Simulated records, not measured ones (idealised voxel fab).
Process module in this document: voxel air gaps
cross-section cut | 270 nm wide | cells 5 nm
In what follows, cross-sections appear as grids of square cells, described through bands that run from the top down, where every band is one or more rows of cells. First you get the band's top height and its bottom height, in nm, and then the materials it's made of, left to right, with each width in nm. If you see a single material with "everywhere", that one covers the band edge to edge. "empty" is empty space. A quick word on heights: they are counted from 0, and under that level the wafer as it came to us is one material throughout. The lowest band is different from the rest in having no bottom; it simply continues downward, written as in "0 down". The width entry "30..40" should be interpreted row by row: the top row of cells in the band takes the first number, the bottom row takes the second number, and the change between adjacent rows is uniform throughout. Take "everything unchanged" at face value: in the step it is given for, the cross-section changed in none of its cells. "Sealed voids" enumerates empty spaces isolated from the top, with no open way to it, that contain at least 8 cells, giving each as width x height at distance from the left edge, all three in nm. Note: text after step settings on the step line = simulator remark on that step. The setting "overlay nm" may be written on the line of a step. When the step uses a mask, the value reports how far to the right of the planned place the mask lay, and a negative value reports that it lay to the left.

Process steps - plan
1) RECEIVE,material Si
2) CONFORMAL_DEP,material SiO2,thk nm 10
3) CONFORMAL_DEP,material SiCN,thk nm 5
4) DIRECTIONAL_DEP,material lowk,thk nm 40
5) DIRECTIONAL_DEP,material aC,thk nm 15
6) PATTERN,tone open,mask id LINES,material resist,width nm 15,pitch nm 40,thk nm 35,overlay nm 0
7) DIRECTIONAL_ETCH,etch materials aC,depth nm 15
8) STRIP,etch materials resist
9) DIRECTIONAL_ETCH,etch materials lowk,depth nm 40
10) STRIP,etch materials aC
11) CONFORMAL_DEP,material TiN,thk nm 5
12) FILL_DEP,material W,thk nm 10
13) CMP,height nm 55
14) EPI,material Ru,thk nm 10
15) SELECTIVE_ETCH,etch materials lowk,depth nm 50
16) CONFORMAL_DEP,material SiCN,thk nm 5

Cross-section of the wafer as it came to us, i.e., already through step 1
* 0 down: Si everywhere
* Sealed voids: none

End-of-module cross-section of the first of two wafers, processed as planned
* 70 to 65: 70 empty, 125 SiCN, 75 empty
* 65 to 55: 70 empty, 5 SiCN, 35 Ru, 5 SiCN, 35 Ru, 5 SiCN, 35 Ru, 5 SiCN, 75 empty
* 55 to 50: 70 empty, 15 SiCN, 5 TiN, 5 W, 5 TiN, 25 SiCN, 5 TiN, 5 W, 5 TiN, 25 SiCN, 5 TiN, 5 W, 5 TiN, 15 SiCN, 75 empty
* 50 to 20: 80 empty, 5 SiCN, 5 TiN, 5 W, 5 TiN, 5 SiCN, 15 empty, 5 SiCN, 5 TiN, 5 W, 5 TiN, 5 SiCN, 15 empty, 5 SiCN, 5 TiN, 5 W, 5 TiN, 5 SiCN, 85 empty
* 20 to 15: 85 SiCN, 15 TiN, 25 SiCN, 15 TiN, 25 SiCN, 15 TiN, 90 SiCN
* 15 to 10: SiCN everywhere
* 10 to 0: SiO2 everywhere
* 0 down: Si everywhere
* Sealed voids: 15 x 30 at 105; 15 x 30 at 145

Module end: cross-section of wafer two of two. Same start and process plan as the first wafer. One mistake during execution
* 70 to 65: SiCN everywhere
* 65 to 55: Ru everywhere
* 55 to 20: 80 W, 5 TiN, 15 lowk, 5 TiN, 15 W, 5 TiN, 15 lowk, 5 TiN, 15 W, 5 TiN, 15 lowk, 5 TiN, 85 W
* 20 to 15: 85 TiN, 15 lowk, 25 TiN, 15 lowk, 25 TiN, 15 lowk, 90 TiN
* 15 to 10: SiCN everywhere
* 10 to 0: SiO2 everywhere
* 0 down: Si everywhere
* Sealed voids: none
Nonconformance to the process plan: step 6 did not use the planned setting and instead ran as PATTERN,tone cover,mask id LINES,material resist,width nm 15,pitch nm 40,thk nm 35,overlay nm 0
Materials where the second wafer ends with more or fewer cells than the first: 66 more of Ru, 76 fewer of SiCN, 36 more of TiN, 252 more of W, 72 more of lowk
Final observation: first wafer, 2 closed voids; second wafer, 0 closed voids.
